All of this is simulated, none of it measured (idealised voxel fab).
The following process module bears the name voxel double patterning.
The figure presents cross-section cut, which has a width of 140 nm and is divided into square cells with an edge length of 5 nm.
When this document writes out a cross-section, it uses a grid of square cells and lists it as bands, beginning at the top and moving down, with a band standing for one or more rows of cells.
Quick guide to a band line: top height, bottom height (nm) up front; then every material left to right with its width in nm. Only one material and it's marked "everywhere"? Then it fills the band edge to edge. And "empty" just means empty space.
Basically, 0 is our baseline, since under it the wafer straight out of the box is all one material. The bottom band has no lower end and keeps on going down, so it looks like "0 -> down".
So if you see something like "30..40" for the width, read it as the top row of the band sitting at the first number and the bottom row at the second, with every row in between moving by the same amount as the last.
Step note "nothing altered" = no cross-section cell changed.
Empty spaces counting at least 8 cells and having no open way to the top are listed in "Completely sealed voids". The notation width x height at distance is used for each, the distance being from the left edge and all three values in nm.
after a step's settings: what the simulator itself notes on the step
Each step line may optionally specify "overlay nm", which for a step with a mask gives the rightward distance between the mask's planned place and where it lay, a negative value indicating the leftward direction.

Below is the list of planned process steps:
1) RECEIVE (material Si)
2) CONFORMAL_DEP (material SiO2; thk nm 5)
3) DIRECTIONAL_DEP (material W; thk nm 15)
4) DIRECTIONAL_DEP (material SiN; thk nm 5)
5) MASKED_ETCH (tone open; mask id FIRST; width nm 15; pitch nm 50; etch materials SiN; depth nm 5; overlay nm 0)
6) MASKED_ETCH (tone open; mask id SECOND; width nm 15; etch materials SiN; depth nm 5; overlay nm 0)
7) DIRECTIONAL_ETCH (etch materials W; depth nm 15)
8) STRIP (etch materials SiN)

Cross-section of the wafer at receipt, which is the condition after step 1:
- 0 -> down  Si everywhere
- Completely sealed voids: none

first wafer at the end, as planned:
- 20 -> 5  35 of W, 15 of empty, 10 of W, 15 of empty, 10 of W, 15 of empty, 40 of W
- 5 -> 0  SiO2 everywhere
- 0 -> down  Si everywhere
- Completely sealed voids: none

Here's the second of our two wafers sectioned at module end. Same start as the first, same plan, but one mistake got made running it:
- 20 -> 5  35 of W, 15 of empty, 20 of W, 30 of empty, 40 of W
- 5 -> 0  SiO2 everywhere
- 0 -> down  Si everywhere
- Completely sealed voids: none
Finding, execution versus plan: step 6, actual vs plan mismatch, actual run MASKED_ETCH (tone open; mask id SECOND; width nm 15; etch materials SiN; depth nm 5; overlay nm 10)
The two final wafers agree on how many cells each material fills and disagree on which cells those are.
